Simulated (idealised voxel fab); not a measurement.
process module | voxel ribs on slabs
cross-section cut | 200 nm wide | cells 5 nm
A cross-section is a grid of square cells, given in bands from the top down. A band is one or more rows of cells.
Each band's line starts with the height of the band's top and of its bottom, in nm. Then come its materials from left to right, each with its width in nm. One material with "throughout" fills the band from edge to edge. "air" is empty space.
Height 0 is the level under which the wafer as received is all one material. The lowest band goes on downwards, as in "0 down".
A width such as "30 to 40" changes by the same amount from each row of cells to the next, from the band's top row to its bottom row.
"no change" after a step means that no cell of the cross-section changed.
closed voids: empty space of 8 cells or more with no open way to the top, each as width x height at its distance from the left edge, in nm
after a step's settings: what the simulator itself notes on the step
overlay nm, on a step with a mask: how far to the right of its planned place the mask lay; to the left if negative
plan
1 op RECEIVE | material Si
2 op DIRECTIONAL_DEP | material SiO2 | thk nm 25
3 op DIRECTIONAL_DEP | material polySi | thk nm 25
4 op PATTERN | tone cover | mask id RIB | material resist | width nm 15 | thk nm 15 | overlay nm 0
5 op DIRECTIONAL_ETCH | etch materials polySi | depth nm 15
6 op STRIP | etch materials resist
7 op PATTERN | tone cover | mask id SLAB | material resist | width nm 45 | thk nm 20 | overlay nm 0
8 op DIRECTIONAL_ETCH | etch materials polySi | depth nm 10
9 op STRIP | etch materials resist
10 op FILL_DEP | material SiO2 | thk nm 25
11 op CMP | height nm 70
12 op DIRECTIONAL_DEP | material W | thk nm 5
13 op DIRECTIONAL_DEP | material aC | thk nm 10
14 op PATTERN | tone cover | mask id HEATER | material resist | width nm 25 | thk nm 25 | overlay nm 0
15 op DIRECTIONAL_ETCH | etch materials aC | depth nm 10
16 op STRIP | etch materials resist
17 op DIRECTIONAL_ETCH | etch materials W | depth nm 5
18 op STRIP | etch materials aC
19 op CONFORMAL_DEP | material SiN | thk nm 5
as received, after step 1
  0 down: Si throughout
  closed voids: none
first wafer at the end, as planned
  80 to 75: air 80 | SiN 35 | air 85
  75 to 70: SiN 85 | W 25 | SiN 90
  70 to 50: SiO2 throughout
  50 to 35: SiO2 90 | polySi 15 | SiO2 95
  35 to 25: SiO2 75 | polySi 45 | SiO2 80
  25 to 0: SiO2 throughout
  0 down: Si throughout
  closed voids: none
second wafer at the end: like start, like plan, one mistake
  80 to 75: air 75 | SiN 45 | air 80
  75 to 70: SiN 80 | W 35 | SiN 85
  70 to 50: SiO2 throughout
  50 to 35: SiO2 90 | polySi 15 | SiO2 95
  35 to 25: SiO2 75 | polySi 45 | SiO2 80
  25 to 0: SiO2 throughout
  0 down: Si throughout
  closed voids: none
what went wrong: step 14 ran as: op PATTERN | tone cover | mask id HEATER | material resist | width nm 35 | thk nm 25 | overlay nm 0
at the end the second wafer has, in cells: 2 more of W
